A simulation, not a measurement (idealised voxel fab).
Process module in this document: voxel transistor to metal
It is cross-section cut that appears here, measuring 210 nm in width, its square cells being 5 nm in size.
How to read a cross-section here: the picture is a grid of square cells, written as bands going from the top down, and any band can span one or more rows of cells. Quick guide to a band line: top height, bottom height (nm) up front; then every material left to right with its width in nm. Only one material and it's marked "edge to edge"? Then it fills the band edge to edge. And "blank" just means empty space. Counting heights begins at 0, where everything beneath is, in the wafer as received, one material. The lowest band has no bottom; it goes on downwards, as "0 down" shows. A width such as "30 to 40" changes by the same amount from each row of cells to the next, from the band's top row to its bottom row. "identical to before" means the step left every cell of the cross-section as it was. Each empty space that has no open way to the top and spans at least 8 cells appears under "Voids, fully enclosed" as width x height at distance, the distance counted from the left edge, all in nm. Text after the settings on a step's line: the simulator's own remark on that step. overlay nm: for a step with a mask, the amount by which the mask lay right of where it was planned; a negative amount means left of it.

# plan
- 1: RECEIVE | material Si
- 2: CONFORMAL_DEP | material SiO2 | thk nm 5
- 3: CONFORMAL_DEP | material SiN | thk nm 15
- 4: DIRECTIONAL_DEP | material aC | thk nm 10
- 5: PATTERN | tone cover | mask id ACTIVE | material resist | width nm 85 | thk nm 30 | overlay nm 0
- 6: DIRECTIONAL_ETCH | etch materials aC | depth nm 10
- 7: STRIP | etch materials resist
- 8: DIRECTIONAL_ETCH | etch materials SiN | depth nm 15
- 9: DIRECTIONAL_ETCH | etch materials SiO2 | depth nm 5
- 10: DIRECTIONAL_ETCH | etch materials Si | depth nm 25
- 11: STRIP | etch materials aC
- 12: OXIDIZE | depth nm 5
- 13: FILL_DEP | material SiO2 | thk nm 15
- 14: CMP | height nm 20
- 15: SELECTIVE_ETCH | etch materials SiO2 | depth nm 5
- 16: STRIP | etch materials SiN
- 17: SELECTIVE_ETCH | etch materials SiO2 | depth nm 5
- 18: OXIDIZE | depth nm 5
- 19: DIRECTIONAL_DEP | material polySi | thk nm 20
- 20: DIRECTIONAL_DEP | material SiCN | thk nm 15
- 21: MASKED_ETCH | tone cover | mask id GATE | width nm 15 | etch materials SiCN | depth nm 25 | overlay nm 0
- 22: MASKED_ETCH | tone cover | mask id GATE | width nm 15 | etch materials polySi | depth nm 30 | overlay nm 0
- 23: CONFORMAL_DEP | material SiO2 | thk nm 5
- 24: DIRECTIONAL_ETCH | etch materials SiO2 | depth nm 5
- 25: CONFORMAL_DEP | material SiN | thk nm 5
- 26: DIRECTIONAL_ETCH | etch materials SiN | depth nm 5
- 27: DIRECTIONAL_ETCH | etch materials SiO2 | depth nm 5
- 28: DIRECTIONAL_ETCH | etch materials Si | depth nm 5
- 29: EPI | material pSi | thk nm 10
- 30: FILL_DEP | material SiO2 | thk nm 5
- 31: CMP | height nm 35
- 32: DIRECTIONAL_DEP | material SiO2 | thk nm 15
- 33: PATTERN | tone open | mask id CONTACT | material resist | width nm 25 | pitch nm 50 | thk nm 15 | overlay nm 0
- 34: DIRECTIONAL_ETCH | etch materials SiO2 | depth nm 50
- 35: STRIP | etch materials resist
- 36: CONFORMAL_DEP | material TiN | thk nm 5
- 37: FILL_DEP | material Ru | thk nm 10
- 38: CMP | height nm 50
- 39: CONFORMAL_DEP | material SiCN | thk nm 5
- 40: DIRECTIONAL_DEP | material lowk | thk nm 15
- 41: DIRECTIONAL_DEP | material aC | thk nm 15
- 42: PATTERN | tone open | mask id METAL_1 | material resist | width nm 15 | pitch nm 60 | thk nm 30 | overlay nm 0
- 43: DIRECTIONAL_ETCH | etch materials aC | depth nm 15
- 44: STRIP | etch materials resist
- 45: DIRECTIONAL_ETCH | etch materials lowk | depth nm 15
- 46: DIRECTIONAL_ETCH | etch materials SiCN | depth nm 5
- 47: STRIP | etch materials aC
- 48: CONFORMAL_DEP | material TiN | thk nm 5
- 49: FILL_DEP | material Ru | thk nm 10
- 50: CMP | height nm 70
- 51: CONFORMAL_DEP | material SiCN | thk nm 5
- 52: DIRECTIONAL_DEP | material SiO2 | thk nm 35
- 53: DIRECTIONAL_DEP | material aC | thk nm 15
- 54: PATTERN | tone open | mask id METAL_2 | material resist | width nm 15 | pitch nm 60 | thk nm 35 | overlay nm 0
- 55: DIRECTIONAL_ETCH | etch materials aC | depth nm 15
- 56: STRIP | etch materials resist
- 57: DIRECTIONAL_ETCH | etch materials SiO2 | depth nm 20
- 58: STRIP | etch materials aC
- 59: MASKED_ETCH | tone open | mask id METAL_2_HOLES | width nm 15 | pitch nm 60 | etch materials SiO2 | depth nm 15 | overlay nm 0
- 60: MASKED_ETCH | tone open | mask id METAL_2_HOLES | width nm 15 | pitch nm 60 | etch materials SiCN | depth nm 5 | overlay nm 0
- 61: CONFORMAL_DEP | material TiN | thk nm 5
- 62: FILL_DEP | material Cu | thk nm 5
- 63: CMP | height nm 110
- 64: CONFORMAL_DEP | material SiN | thk nm 5

# Cross-section of the wafer as it came to us, i.e., already through step 1
	0 down  Si edge to edge
	Voids, fully enclosed: none

# End-of-module cross-section of the first of two wafers, processed as planned
	115 to 110  SiN edge to edge
	110 to 75  SiO2 65  TiN 5  Cu 5  TiN 5  SiO2 45  TiN 5  Cu 5  TiN 5  SiO2 70
	75 to 70  SiCN 65  TiN 15  SiCN 45  TiN 15  SiCN 70
	70 to 55  lowk 65  TiN 5  Ru 5  TiN 5  lowk 45  TiN 5  Ru 5  TiN 5  lowk 70
	55 to 50  SiCN 65  TiN 15  SiCN 45  TiN 15  SiCN 70
	50 to 40  SiO2 65  TiN 5  Ru 15  TiN 5  SiO2 25  TiN 5  Ru 15  TiN 5  SiO2 70
	40 to 35  SiO2 65  TiN 5  Ru 10  TiN 10  SiO2 25  TiN 10  Ru 10  TiN 5  SiO2 70
	35 to 20  SiO2 65  TiN 5  Ru 10  TiN 5  SiN 5  SiO2 5  SiCN 15  SiO2 5  SiN 5  TiN 5  Ru 10  TiN 5  SiO2 70
	20 to 10  SiO2 65  TiN 5  Ru 10  TiN 5  SiN 5  SiO2 5  polySi 15  SiO2 5  SiN 5  TiN 5  Ru 10  TiN 5  SiO2 70
	10 to 5  SiO2 60  SiN 5  TiN 20  SiN 5  SiO2 5  polySi 15  SiO2 5  SiN 5  TiN 20  SiN 5  SiO2 65
	5 to 0  SiO2 60  SiN 5  TiN 10  pSi 10  SiN 5  SiO2 5  polySi 15  SiO2 5  SiN 5  pSi 10  TiN 10  SiN 5  SiO2 65
	0 to -5  SiO2 65  pSi 20  SiO2 35  pSi 20  SiO2 70
	-5 to -10  SiO2 65  pSi 20  Si 35  pSi 20  SiO2 70
	-10 to -30  SiO2 65  Si 75  SiO2 70
	-30 down  Si edge to edge
	Voids, fully enclosed: none

# Wafer two, end of module, cross-section. Same start, same plan as wafer one. One mistake in the run
	115 to 110  SiN edge to edge
	110 to 75  SiO2 65  TiN 5  Cu 5  TiN 5  SiO2 45  TiN 5  Cu 5  TiN 5  SiO2 70
	75 to 70  SiCN 65  TiN 15  SiCN 45  TiN 15  SiCN 70
	70 to 65  Ru edge to edge
	65 to 60  TiN 70  Ru 5  TiN 55  Ru 5  TiN 75
	60 to 55  lowk 65  TiN 5  Ru 5  TiN 5  lowk 45  TiN 5  Ru 5  TiN 5  lowk 70
	55 to 50  SiCN 65  TiN 15  SiCN 45  TiN 15  SiCN 70
	50 to 40  SiO2 65  TiN 5  Ru 15  TiN 5  SiO2 25  TiN 5  Ru 15  TiN 5  SiO2 70
	40 to 35  SiO2 65  TiN 5  Ru 10  TiN 10  SiO2 25  TiN 10  Ru 10  TiN 5  SiO2 70
	35 to 20  SiO2 65  TiN 5  Ru 10  TiN 5  SiN 5  SiO2 5  SiCN 15  SiO2 5  SiN 5  TiN 5  Ru 10  TiN 5  SiO2 70
	20 to 10  SiO2 65  TiN 5  Ru 10  TiN 5  SiN 5  SiO2 5  polySi 15  SiO2 5  SiN 5  TiN 5  Ru 10  TiN 5  SiO2 70
	10 to 5  SiO2 60  SiN 5  TiN 20  SiN 5  SiO2 5  polySi 15  SiO2 5  SiN 5  TiN 20  SiN 5  SiO2 65
	5 to 0  SiO2 60  SiN 5  TiN 10  pSi 10  SiN 5  SiO2 5  polySi 15  SiO2 5  SiN 5  pSi 10  TiN 10  SiN 5  SiO2 65
	0 to -5  SiO2 65  pSi 20  SiO2 35  pSi 20  SiO2 70
	-5 to -10  SiO2 65  pSi 20  Si 35  pSi 20  SiO2 70
	-10 to -30  SiO2 65  Si 75  SiO2 70
	-30 down  Si edge to edge
	Voids, fully enclosed: none
Plan not followed: step 40 deviated from plan and actually ran as DIRECTIONAL_DEP | material lowk | thk nm 5
Wafer comparison, final, in cells, second relative to first, materials more or fewer: Ru +40; TiN +32; lowk -72
